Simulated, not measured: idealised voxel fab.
process module | voxel self aligned contacts
cross-section cut | 220 nm wide | cells 5 nm
A cross-section is a grid of square cells, given in bands from the top down. A band is one or more rows of cells.
Each band's line starts with the height of the band's top and of its bottom, in nm. Then come its materials from left to right, each with its width in nm. One material with "throughout" fills the band from edge to edge. "air" is empty space.
Height 0 is the level under which the wafer as received is all one material. The lowest band goes on downwards, as in "0 down".
A width such as "30 to 40" changes by the same amount from each row of cells to the next, from the band's top row to its bottom row.
"no change" after a step means that no cell of the cross-section changed.
closed voids: empty space of 8 cells or more with no open way to the top, each as width x height at its distance from the left edge, in nm
after a step's settings: what the simulator itself notes on the step
overlay nm, on a step with a mask: how far to the right of its planned place the mask lay; to the left if negative
plan
1 op RECEIVE | material Si
2 op CONFORMAL_DEP | material SiO2 | thk nm 5
3 op DIRECTIONAL_DEP | material polySi | thk nm 25
4 op DIRECTIONAL_DEP | material SiN | thk nm 15
5 op MASKED_ETCH | tone cover | mask id GATE | width nm 35 | pitch nm 70 | etch materials SiN | depth nm 15 | overlay nm 0
6 op MASKED_ETCH | tone cover | mask id GATE | width nm 35 | pitch nm 70 | etch materials polySi | depth nm 25 | overlay nm 0
7 op CONFORMAL_DEP | material SiN | thk nm 5
8 op DIRECTIONAL_ETCH | etch materials SiN | depth nm 5
9 op FILL_DEP | material SiO2 | thk nm 10
10 op CMP | height nm 50
11 op PATTERN | tone open | mask id CONTACT | material resist | width nm 45 | thk nm 15 | overlay nm 0
12 op DIRECTIONAL_ETCH | etch materials SiO2 | depth nm 50
13 op STRIP | etch materials resist
14 op CONFORMAL_DEP | material TiN | thk nm 5
15 op FILL_DEP | material Ru | thk nm 10
16 op CMP | height nm 50
17 op CONFORMAL_DEP | material SiN | thk nm 5
first wafer, as planned
as received, after step 1
  0 down: Si throughout
  closed voids: none
after step 2
  5 to 0: SiO2 throughout
  below 0: unchanged
after step 3
  30 to 5: polySi throughout
  below 5: unchanged
after step 4
  45 to 30: SiN throughout
  below 30: unchanged
after step 5
  45 to 30: air 55 | SiN 35 | air 35 | SiN 35 | air 60
  below 30: unchanged
after step 6
  45 to 30: air 55 | SiN 35 | air 35 | SiN 35 | air 60
  30 to 5: air 55 | polySi 35 | air 35 | polySi 35 | air 60
  below 5: unchanged
after step 7
  50 to 30: air 50 | SiN 45 | air 25 | SiN 45 | air 55
  30 to 10: air 50 | SiN 5 | polySi 35 | SiN 5 | air 25 | SiN 5 | polySi 35 | SiN 5 | air 55
  10 to 5: SiN 55 | polySi 35 | SiN 35 | polySi 35 | SiN 60
  below 5: unchanged
after step 8
  45 to 30: air 50 | SiN 45 | air 25 | SiN 45 | air 55
  30 to 5: air 50 | SiN 5 | polySi 35 | SiN 5 | air 25 | SiN 5 | polySi 35 | SiN 5 | air 55
  below 5: unchanged
after step 9
  55 to 45: SiO2 throughout
  45 to 30: SiO2 50 | SiN 45 | SiO2 25 | SiN 45 | SiO2 55
  30 to 5: SiO2 50 | SiN 5 | polySi 35 | SiN 5 | SiO2 25 | SiN 5 | polySi 35 | SiN 5 | SiO2 55
  below 5: unchanged
after step 10
  50 to 45: SiO2 throughout
  below 45: unchanged
after step 11
  65 to 50: resist 85 | air 45 | resist 90
  below 50: unchanged
after step 12
  65 to 50: resist 85 | air 45 | resist 90
  50 to 45: SiO2 85 | air 45 | SiO2 90
  45 to 30: SiO2 50 | SiN 45 | air 25 | SiN 45 | SiO2 55
  30 to 5: SiO2 50 | SiN 5 | polySi 35 | SiN 5 | air 25 | SiN 5 | polySi 35 | SiN 5 | SiO2 55
  5 to 0: SiO2 95 | air 25 | SiO2 100
  below 0: unchanged
after step 13
  50 to 45: SiO2 85 | air 45 | SiO2 90
  below 45: unchanged
after step 14
  55 to 50: TiN 90 | air 35 | TiN 95
  50 to 45: SiO2 85 | TiN 15 | air 15 | TiN 15 | SiO2 90
  45 to 30: SiO2 50 | SiN 45 | TiN 5 | air 15 | TiN 5 | SiN 45 | SiO2 55
  30 to 5: SiO2 50 | SiN 5 | polySi 35 | SiN 5 | TiN 5 | air 15 | TiN 5 | SiN 5 | polySi 35 | SiN 5 | SiO2 55
  5 to 0: SiO2 95 | TiN 25 | SiO2 100
  below 0: unchanged
after step 15
  65 to 55: Ru throughout
  55 to 50: TiN 90 | Ru 35 | TiN 95
  50 to 45: SiO2 85 | TiN 15 | Ru 15 | TiN 15 | SiO2 90
  45 to 30: SiO2 50 | SiN 45 | TiN 5 | Ru 15 | TiN 5 | SiN 45 | SiO2 55
  30 to 5: SiO2 50 | SiN 5 | polySi 35 | SiN 5 | TiN 5 | Ru 15 | TiN 5 | SiN 5 | polySi 35 | SiN 5 | SiO2 55
  below 5: unchanged
after step 16
  50 to 45: SiO2 85 | TiN 15 | Ru 15 | TiN 15 | SiO2 90
  below 45: unchanged
after step 17
  55 to 50: SiN throughout
  below 50: unchanged
second wafer: like start, like plan, one mistake. Through step 10 it matches the first wafer
when step 11 should have ended
  65 to 50: resist 90 | air 45 | resist 85
  below 50: unchanged
when step 12 should have ended
  65 to 50: resist 90 | air 45 | resist 85
  50 to 45: SiO2 90 | air 45 | SiO2 85
  45 to 30: SiO2 50 | SiN 45 | air 25 | SiN 45 | SiO2 55
  30 to 5: SiO2 50 | SiN 5 | polySi 35 | SiN 5 | air 25 | SiN 5 | polySi 35 | SiN 5 | SiO2 55
  5 to 0: SiO2 95 | air 25 | SiO2 100
  below 0: unchanged
when step 13 should have ended
  50 to 45: SiO2 90 | air 45 | SiO2 85
  below 45: unchanged
when step 14 should have ended
  55 to 50: TiN 95 | air 35 | TiN 90
  50 to 45: SiO2 90 | TiN 10 | air 15 | TiN 20 | SiO2 85
  45 to 30: SiO2 50 | SiN 45 | TiN 5 | air 15 | TiN 5 | SiN 45 | SiO2 55
  30 to 5: SiO2 50 | SiN 5 | polySi 35 | SiN 5 | TiN 5 | air 15 | TiN 5 | SiN 5 | polySi 35 | SiN 5 | SiO2 55
  5 to 0: SiO2 95 | TiN 25 | SiO2 100
  below 0: unchanged
when step 15 should have ended
  65 to 55: Ru throughout
  55 to 50: TiN 95 | Ru 35 | TiN 90
  50 to 45: SiO2 90 | TiN 10 | Ru 15 | TiN 20 | SiO2 85
  45 to 30: SiO2 50 | SiN 45 | TiN 5 | Ru 15 | TiN 5 | SiN 45 | SiO2 55
  30 to 5: SiO2 50 | SiN 5 | polySi 35 | SiN 5 | TiN 5 | Ru 15 | TiN 5 | SiN 5 | polySi 35 | SiN 5 | SiO2 55
  below 5: unchanged
when step 16 should have ended
  50 to 45: SiO2 90 | TiN 10 | Ru 15 | TiN 20 | SiO2 85
  below 45: unchanged
when step 17 should have ended
  55 to 50: SiN throughout
  below 50: unchanged
what went wrong: step 11 ran as: op PATTERN | tone open | mask id CONTACT | material resist | width nm 45 | thk nm 15 | overlay nm 5
at the end the second wafer has, in cells: as many of each material as the first, in other places
